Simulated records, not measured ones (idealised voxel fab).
process module | voxel gate over fins
cross-section cut | 280 nm wide | cells 5 nm
A cross-section is a grid of square cells, given in bands from the top down. A band is one or more rows of cells.
Each band's line starts with the height of the band's top and of its bottom, in nm. Then come its materials from left to right, each with its width in nm. One material with "throughout" fills the band from edge to edge. "air" is empty space.
Height 0 is the level under which the wafer as received is all one material. The lowest band goes on downwards, as in "0 down".
A width such as "30 to 40" changes by the same amount from each row of cells to the next, from the band's top row to its bottom row.
"no change" after a step means that no cell of the cross-section changed.
closed voids: empty space of 8 cells or more with no open way to the top, each as width x height at its distance from the left edge, in nm
after a step's settings: what the simulator itself notes on the step
overlay nm, on a step with a mask: how far to the right of its planned place the mask lay; to the left if negative
plan
1 op RECEIVE | material Si
2 op CONFORMAL_DEP | material SiN | thk nm 10
3 op DIRECTIONAL_DEP | material aC | thk nm 15
4 op PATTERN | tone cover | mask id FINS | material resist | width nm 15 | pitch nm 50 | thk nm 30 | overlay nm 0
5 op DIRECTIONAL_ETCH | etch materials aC | depth nm 15
6 op STRIP | etch materials resist
7 op DIRECTIONAL_ETCH | etch materials SiN | depth nm 10
8 op DIRECTIONAL_ETCH | etch materials Si | depth nm 30
9 op STRIP | etch materials aC
10 op OXIDIZE | depth nm 5
11 op FILL_DEP | material SiO2 | thk nm 15
12 op CMP | height nm 10
13 op MASKED_ETCH | tone open | mask id RAIL | width nm 15 | etch materials SiO2 | depth nm 35 | overlay nm 0
14 op CONFORMAL_DEP | material TiN | thk nm 5
15 op FILL_DEP | material W | thk nm 5
16 op CMP | height nm 10
17 op SELECTIVE_ETCH | etch materials W Ru TiN | depth nm 25
18 op FILL_DEP | material SiO2 | thk nm 5
19 op CMP | height nm 10
20 op SELECTIVE_ETCH | etch materials SiO2 | depth nm 20
21 op STRIP | etch materials SiN
22 op CONFORMAL_DEP | material HfO2 | thk nm 5
23 op CONFORMAL_DEP | material TiN | thk nm 5
24 op FILL_DEP | material W | thk nm 15
25 op CMP | height nm 20
26 op CONFORMAL_DEP | material SiN | thk nm 5
as received, after step 1
  0 down: Si throughout
  closed voids: none
first wafer at the end, as planned
  25 to 20: SiN throughout
  20 to 10: W throughout
  10 to 5: W 50 | TiN 25 | W 25 | TiN 25 | W 25 | TiN 25 | W 25 | TiN 25 | W 55
  5 to 0: W 50 | TiN 5 | HfO2 15 | TiN 5 | W 25 | TiN 5 | HfO2 15 | TiN 5 | W 25 | TiN 5 | HfO2 15 | TiN 5 | W 25 | TiN 5 | HfO2 15 | TiN 5 | W 55
  0 to -5: TiN 55 | HfO2 5 | Si 5 | HfO2 5 | TiN 35 | HfO2 5 | Si 5 | HfO2 5 | TiN 35 | HfO2 5 | Si 5 | HfO2 5 | TiN 35 | HfO2 5 | Si 5 | HfO2 5 | TiN 60
  -5 to -10: HfO2 60 | Si 5 | HfO2 45 | Si 5 | HfO2 45 | Si 5 | HfO2 45 | Si 5 | HfO2 65
  -10 to -15: SiO2 60 | Si 5 | SiO2 45 | Si 5 | SiO2 45 | Si 5 | SiO2 45 | Si 5 | SiO2 65
  -15 to -20: SiO2 60 | Si 5 | SiO2 15 | TiN 5 | W 5 | TiN 5 | SiO2 15 | Si 5 | SiO2 45 | Si 5 | SiO2 45 | Si 5 | SiO2 65
  -20 to -25: SiO2 60 | Si 5 | SiO2 15 | TiN 15 | SiO2 15 | Si 5 | SiO2 45 | Si 5 | SiO2 45 | Si 5 | SiO2 65
  -25 to -35: SiO2 60 | Si 5 | SiO2 45 | Si 5 | SiO2 45 | Si 5 | SiO2 45 | Si 5 | SiO2 65
  -35 down: Si throughout
  closed voids: none
second wafer at the end: like start, like plan, one mistake
  25 to 20: SiN throughout
  20 to 10: W throughout
  10 to 5: W 50 | TiN 25 | W 25 | TiN 25 | W 25 | TiN 25 | W 25 | TiN 25 | W 55
  5 to 0: W 50 | TiN 5 | HfO2 15 | TiN 5 | W 25 | TiN 5 | HfO2 15 | TiN 5 | W 25 | TiN 5 | HfO2 15 | TiN 5 | W 25 | TiN 5 | HfO2 15 | TiN 5 | W 55
  0 to -5: TiN 55 | HfO2 5 | Si 5 | HfO2 5 | TiN 35 | HfO2 5 | Si 5 | HfO2 5 | TiN 35 | HfO2 5 | Si 5 | HfO2 5 | TiN 35 | HfO2 5 | Si 5 | HfO2 5 | TiN 60
  -5 to -10: HfO2 60 | Si 5 | HfO2 45 | Si 5 | HfO2 45 | Si 5 | HfO2 45 | Si 5 | HfO2 65
  -10 to -15: SiO2 60 | Si 5 | SiO2 45 | Si 5 | SiO2 45 | Si 5 | SiO2 45 | Si 5 | SiO2 65
  -15 to -20: SiO2 60 | Si 5 | SiO2 20 | TiN 5 | W 5 | TiN 5 | SiO2 10 | Si 5 | SiO2 45 | Si 5 | SiO2 45 | Si 5 | SiO2 65
  -20 to -25: SiO2 60 | Si 5 | SiO2 20 | TiN 15 | SiO2 10 | Si 5 | SiO2 45 | Si 5 | SiO2 45 | Si 5 | SiO2 65
  -25 to -35: SiO2 60 | Si 5 | SiO2 45 | Si 5 | SiO2 45 | Si 5 | SiO2 45 | Si 5 | SiO2 65
  -35 down: Si throughout
  closed voids: none
what went wrong: step 13 ran as: op MASKED_ETCH | tone open | mask id RAIL | width nm 15 | etch materials SiO2 | depth nm 35 | overlay nm 5
at the end the second wafer has, in cells: as many of each material as the first, in other places
